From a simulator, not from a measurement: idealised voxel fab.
Presented below is a process module, voxel fin reveal.
Square cell edge 5 nm, section width 180 nm, ID cut.
Cross-sections here: square-cell grids, written as top-down lists of bands, a band being one or more rows of cells. The band entry comprises the height of the band's top followed by the height of its bottom, expressed in nm, and subsequently the band's materials from left to right, each stated together with its width in nm. Where a single material is marked with the word "everywhere", that material fills the band from edge to edge. The word "blank" represents empty space. Height is counted from the level 0, under which the received wafer is composed throughout of one material. The lowest of the bands is not closed at the bottom but continues downward, in the notation "0 -> down". A two-number width, for instance "30 to 40", indicates that the width is equal to the first number in the top row of the band and to the second number in the bottom row, and that it changes by a constant amount per row of cells. "identical to before" for a step: no cell of the cross-section changed in that step. Heads up: "Voids lacking openings" only lists the empty pockets with no open path to the top that are 8 cells or more, and it writes them as width x height at distance, distance from the left edge, in nm. On each step's line, the part that comes after the settings is the simulator's own comment on the step. overlay nm: right-of-plan distance of the mask on a masked step; negative values mean left-of-plan.
[Set out below are the planned steps of the process]
1. RECEIVE with material Si
2. CONFORMAL_DEP with material SiN, thk nm 10
3. DIRECTIONAL_DEP with material aC, thk nm 10
4. PATTERN with tone cover, mask id FINS, material resist, width nm 15, pitch nm 35, thk nm 30, overlay nm 0
5. DIRECTIONAL_ETCH with etch materials aC, depth nm 10
6. STRIP with etch materials resist
7. DIRECTIONAL_ETCH with etch materials SiN, depth nm 5
8. DIRECTIONAL_ETCH with etch materials Si, depth nm 40
9. STRIP with etch materials aC
10. FILL_DEP with material SiO2, thk nm 5
11. CMP with height nm 10
12. SELECTIVE_ETCH with etch materials SiO2, depth nm 25
13. STRIP with etch materials SiN
14. CONFORMAL_DEP with material SiO2, thk nm 5
For this document, wafers share an identical start and vary in the step 7 depth nm; the plan quotes the first wafer's value.
[Incoming state of the first of several wafers in cross-section: after step 1]
> 0 -> down  Si everywhere
> Voids lacking openings: none
[Table: wafers, a row each; end-of-module cell change per material since receipt, gain (+), loss (-); then closed voids]
depth nm 5; +36 SiO2; Voids lacking openings: none
depth nm 10; -216 Si; +189 SiO2; Voids lacking openings: none
depth nm 15; -216 Si; +189 SiO2; Voids lacking openings: none
depth nm 20; -216 Si; +189 SiO2; Voids lacking openings: none
depth nm 25; -216 Si; +189 SiO2; Voids lacking openings: none
